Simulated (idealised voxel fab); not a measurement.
Process module, titled voxel air gaps
Xsec cut, 260 nm wide, square cell size 5 nm.
A cross-section in this document is a grid of square cells, and it is written down as bands, the top band listed before the ones below it; a band is made up of one or more rows of cells.
What a band's entry tells you: where the top is and where the bottom is, as heights in nm, and after that what lies inside, material by material from left to right, each with its width in nm. Empty space is written as the word "empty", and a single material marked with the word "everywhere" occupies the band from edge to edge.
Heights are expressed relative to 0, this being the level below which the as-received wafer comprises one material exclusively. The lowest band is unbounded in the downward direction and is denoted as in "top 0, no bottom".
Width spec "30->40" -> top row of cells at first value, bottom row at second value, equal per-row change in between.
A step reported as "no alteration" is a step in which no cell of the cross-section changed.
"Listed closed voids" means: voids of 8 cells or more that are shut off from the top with no open way through. Written width x height at distance, distance from the left edge, in nm.
On a step's line, text after the settings is the simulator commenting on that step.
You can add "overlay nm" to a step's line. For a step with a mask, it describes how far the mask lay to the right of its planned position, and a negative number describes a lay to the left.
**Set out below are the planned steps of the process**
step 1: RECEIVE | material Si
step 2: CONFORMAL_DEP | material SiO2 | thk nm 10
step 3: CONFORMAL_DEP | material SiCN | thk nm 5
step 4: DIRECTIONAL_DEP | material lowk | thk nm 40
step 5: DIRECTIONAL_DEP | material aC | thk nm 15
step 6: PATTERN | tone open | mask id LINES | material resist | width nm 25 | pitch nm 50 | thk nm 35 | overlay nm 0
step 7: DIRECTIONAL_ETCH | etch materials aC | depth nm 15
step 8: STRIP | etch materials resist
step 9: DIRECTIONAL_ETCH | etch materials lowk | depth nm 40
step 10: STRIP | etch materials aC
step 11: CONFORMAL_DEP | material TiN | thk nm 5
step 12: FILL_DEP | material W | thk nm 5
step 13: CMP | height nm 55
step 14: EPI | material Ru | thk nm 10
step 15: SELECTIVE_ETCH | etch materials lowk | depth nm 50
step 16: CONFORMAL_DEP | material SiCN | thk nm 5
**Wafer as received: cross-section following step 1**
* top 0, no bottom: Si everywhere
* Listed closed voids: none
**Starting wafer: above. Plan: above. Run: one mistake. Cross-section after the module: below**
* top 80, bottom 75: empty=15 / SiCN=225 / empty=20
* top 75, bottom 55: empty=15 / SiCN=5 / Ru=215 / SiCN=5 / empty=20
* top 55, bottom 50: empty=15 / SiCN=25 / TiN=5 / W=15 / TiN=5 / lowk=25 / TiN=5 / W=15 / TiN=5 / lowk=25 / TiN=5 / W=15 / TiN=5 / lowk=25 / TiN=5 / W=15 / TiN=5 / SiCN=25 / empty=20
* top 50, bottom 20: empty=35 / SiCN=5 / TiN=5 / W=15 / TiN=5 / lowk=25 / TiN=5 / W=15 / TiN=5 / lowk=25 / TiN=5 / W=15 / TiN=5 / lowk=25 / TiN=5 / W=15 / TiN=5 / SiCN=5 / empty=40
* top 20, bottom 15: SiCN=40 / TiN=25 / lowk=25 / TiN=25 / lowk=25 / TiN=25 / lowk=25 / TiN=25 / SiCN=45
* top 15, bottom 10: SiCN everywhere
* top 10, bottom 0: SiO2 everywhere
* top 0, no bottom: Si everywhere
* Listed closed voids: none
Want to know what went wrong? step 14 of the plan was twice carried out
